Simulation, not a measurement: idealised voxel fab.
Process module, titled voxel spacer lines
The cross-section on display is named cut; it measures 285 nm wide, and its cells are 5 nm squares.
A cross-section in this document is a grid of square cells, and it is written down as bands, the top band listed before the ones below it; a band is made up of one or more rows of cells.
A band entry consists of two parts. The first gives the height of the band's top and the height of its bottom, in nm. The rest lists the band's materials from left to right, each with its width in nm. A single material labelled with the word "all across" fills the band from edge to edge, and the word "air" marks empty space.
Convention: height 0 is the level below which the wafer, as received, is all one material. The lowest band does not terminate at the bottom but continues downward, represented as "0 nm and below".
A two-number width, for instance "30 to 40", indicates that the width is equal to the first number in the top row of the band and to the second number in the bottom row, and that it changes by a constant amount per row of cells.
The cross-section has no changed cell in any step marked "everything unchanged".
In "Closed void inventory" the enclosed voids are listed, meaning empty spaces of 8 cells or larger without any opening to the top. The form is width x height at distance, distance from the left edge, units nm.
Past the settings on a step's line: simulator remark, on that step.
On any step carrying a mask, the "overlay nm" setting, if present on the step's line, tells how far right of its planned place the mask lay; negative values point to the left.

List of planned process steps
step 1: RECEIVE, material Si
step 2: CONFORMAL_DEP, material Al2O3, thk nm 10
step 3: DIRECTIONAL_DEP, material W, thk nm 10
step 4: DIRECTIONAL_DEP, material aC, thk nm 30
step 5: PATTERN, tone cover, mask id MANDREL, material resist, width nm 25, pitch nm 80, thk nm 35, overlay nm 0
step 6: DIRECTIONAL_ETCH, etch materials aC, depth nm 30
step 7: STRIP, etch materials resist
step 8: CONFORMAL_DEP, material SiO2, thk nm 15
step 9: DIRECTIONAL_ETCH, etch materials SiO2, depth nm 15
step 10: STRIP, etch materials aC
step 11: DIRECTIONAL_ETCH, etch materials W, depth nm 10
step 12: STRIP, etch materials SiO2

Cross-section of the wafer as it came to us, i.e., already through step 1
0 nm and below  Si all across
Closed void inventory: none

Cross-section taken at module completion on the first of two wafers; processed per the plan
20 nm to 10 nm  air=75; W=15; air=25; W=15; air=25; W=15; air=25; W=15; air=75
10 nm to 0 nm  Al2O3 all across
0 nm and below  Si all across
Closed void inventory: none

Second wafer through the module, sectioned at the end: same beginning and same plan as the first wafer, with one mistake in carrying it out
20 nm to 10 nm  air=85; W=15; air=25; W=15; air=25; W=15; air=25; W=15; air=65
10 nm to 0 nm  Al2O3 all across
0 nm and below  Si all across
Closed void inventory: none
what went wrong: it should be noted that step 5 was executed with settings other than those planned, the operation and settings actually applied being PATTERN, tone cover, mask id MANDREL, material resist, width nm 25, pitch nm 80, thk nm 35, overlay nm 10
In the final comparison it is observed that the number of cells assigned to each material is identical for the two wafers, whereas their placement is not.
